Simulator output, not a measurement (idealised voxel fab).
Name of the process module below: voxel ribs on slabs
150 nm wide, 5 nm square cells: that's cross-section cut.
In this document a cross-section is written as a grid of square cells. It is given as a series of bands, listed from the top down, and a band is one or more rows of cells. Heights first: top, then bottom, in nm. Then materials, left to right, each with a width in nm. "edge to edge" on a single material: fills the band edge to edge. "air": empty space. Height 0 is the level under which the wafer as received is all one material. The lowest band goes on downwards, as in "from 0 down". The two numbers in a width such as "30->40" mark its ends across the band: the first belongs to the top row of cells, the second to the bottom row, and from each row to the next the width moves by the same amount. Given "all unchanged" for a step, no cell of the cross-section differs between before and after that step. Entry "Cavities, closed" = empty spaces >= 8 cells with no open way to the top; each as width x height at distance, distance from left edge, all nm. Text after the settings on a step's line: the simulator's own remark on that step. When a step includes a mask, the "overlay nm" setting on its line states how far to the right of its planned place that mask lay, and negative values state how far to the left.

**Set out below are the planned steps of the process**
| 1 | RECEIVE | material Si |
| 2 | DIRECTIONAL_DEP | material SiO2 | thk nm 25 |
| 3 | DIRECTIONAL_DEP | material polySi | thk nm 15 |
| 4 | DIRECTIONAL_DEP | material aC | thk nm 15 |
| 5 | PATTERN | tone cover | mask id RIB | material resist | width nm 20 | thk nm 30 | overlay nm 0 |
| 6 | DIRECTIONAL_ETCH | etch materials aC | depth nm 15 |
| 7 | STRIP | etch materials resist |
| 8 | DIRECTIONAL_ETCH | etch materials polySi | depth nm 5 |
| 9 | STRIP | etch materials aC |
| 10 | MASKED_ETCH | tone cover | mask id SLAB | width nm 70 | etch materials polySi | depth nm 10 | overlay nm 0 |
| 11 | FILL_DEP | material SiO2 | thk nm 30 |
| 12 | CMP | height nm 60 |
| 13 | DIRECTIONAL_DEP | material TiN | thk nm 10 |
| 14 | PATTERN | tone cover | mask id HEATER | material resist | width nm 30 | thk nm 15 | overlay nm 0 |
| 15 | DIRECTIONAL_ETCH | etch materials TiN | depth nm 10 |
| 16 | STRIP | etch materials resist |
| 17 | CONFORMAL_DEP | material SiO2 | thk nm 10 |

**First of two wafers, with the run carried out as planned**

**Cross-section of the incoming wafer, state after step 1**
    from 0 down | Si edge to edge
    Cavities, closed: none

**Take a look at the wafer's cross-section after step 2**
    from 25 to 0 | SiO2 edge to edge
    Under 0: no change, same as before.

**Take a look at the wafer's cross-section after step 3**
    from 40 to 25 | polySi edge to edge
    Under 25: no change, same as before.

**Take a look at the wafer's cross-section after step 4**
    from 55 to 40 | aC edge to edge
    Under 40: no change, same as before.

**Take a look at the wafer's cross-section after step 5**
    from 85 to 55 | 65 air, 20 resist, 65 air
    Under 55: no change, same as before.

**Take a look at the wafer's cross-section after step 6**
    from 70 to 55 | 65 air, 20 resist, 65 air
    from 55 to 40 | 65 air, 20 aC, 65 air
    Under 40: no change, same as before.

**Take a look at the wafer's cross-section after step 7**
    from 55 to 40 | 65 air, 20 aC, 65 air
    Under 40: no change, same as before.

**Take a look at the wafer's cross-section after step 8**
    from 55 to 40 | 65 air, 20 aC, 65 air
    from 40 to 35 | 65 air, 20 polySi, 65 air
    Under 35: no change, same as before.

**Take a look at the wafer's cross-section after step 9**
    from 40 to 35 | 65 air, 20 polySi, 65 air
    Under 35: no change, same as before.

**Take a look at the wafer's cross-section after step 10**
    from 40 to 35 | 65 air, 20 polySi, 65 air
    from 35 to 25 | 40 air, 70 polySi, 40 air
    Under 25: no change, same as before.

**Take a look at the wafer's cross-section after step 11**
    from 70 to 40 | SiO2 edge to edge
    from 40 to 35 | 65 SiO2, 20 polySi, 65 SiO2
    from 35 to 25 | 40 SiO2, 70 polySi, 40 SiO2
    Under 25: no change, same as before.

**Take a look at the wafer's cross-section after step 12**
    from 60 to 40 | SiO2 edge to edge
    Under 40: no change, same as before.

**Take a look at the wafer's cross-section after step 13**
    from 70 to 60 | TiN edge to edge
    Under 60: no change, same as before.

**Take a look at the wafer's cross-section after step 14**
    from 85 to 70 | 60 air, 30 resist, 60 air
    Under 70: no change, same as before.

**Take a look at the wafer's cross-section after step 15**
    from 85 to 70 | 60 air, 30 resist, 60 air
    from 70 to 60 | 60 air, 30 TiN, 60 air
    Under 60: no change, same as before.

**Take a look at the wafer's cross-section after step 16**
    from 70 to 60 | 60 air, 30 TiN, 60 air
    Under 60: no change, same as before.

**Take a look at the wafer's cross-section after step 17**
    from 80 to 70 | 50 air, 50 SiO2, 50 air
    from 70 to 60 | 60 SiO2, 30 TiN, 60 SiO2
    Under 60: no change, same as before.

**Wafer two: like wafer one in start and plan, but with one mistake in execution; identical up to and including step 9**

**Second wafer: cross-section at the scheduled end of step 10**
    from 40 to 35 | 65 air, 20 polySi, 65 air
    from 35 to 25 | 45 air, 65 polySi, 40 air
    Under 25: no change, same as before.

**Second wafer: cross-section at the scheduled end of step 11**
    from 70 to 40 | SiO2 edge to edge
    from 40 to 35 | 65 SiO2, 20 polySi, 65 SiO2
    from 35 to 25 | 45 SiO2, 65 polySi, 40 SiO2
    Under 25: no change, same as before.

**Second wafer: cross-section at the scheduled end of step 12**
    from 60 to 40 | SiO2 edge to edge
    Under 40: no change, same as before.

**Second wafer: cross-section at the scheduled end of step 13**
    from 70 to 60 | TiN edge to edge
    Under 60: no change, same as before.

**Second wafer: cross-section at the scheduled end of step 14**
    from 85 to 70 | 60 air, 30 resist, 60 air
    Under 70: no change, same as before.

**Second wafer: cross-section at the scheduled end of step 15**
    from 85 to 70 | 60 air, 30 resist, 60 air
    from 70 to 60 | 60 air, 30 TiN, 60 air
    Under 60: no change, same as before.

**Second wafer: cross-section at the scheduled end of step 16**
    from 70 to 60 | 60 air, 30 TiN, 60 air
    Under 60: no change, same as before.

**Second wafer: cross-section at the scheduled end of step 17**
    from 80 to 70 | 50 air, 50 SiO2, 50 air
    from 70 to 60 | 60 SiO2, 30 TiN, 60 SiO2
    Under 60: no change, same as before.
So what did we get wrong on this run? rather than as planned, step 10 actually ran as MASKED_ETCH | tone cover | mask id SLAB | width nm 65 | etch materials polySi | depth nm 10 | overlay nm 0
Once processing is complete, comparing cell counts shows that the second wafer has more or fewer of certain materials than the first: 2 more of SiO2, 2 fewer of polySi
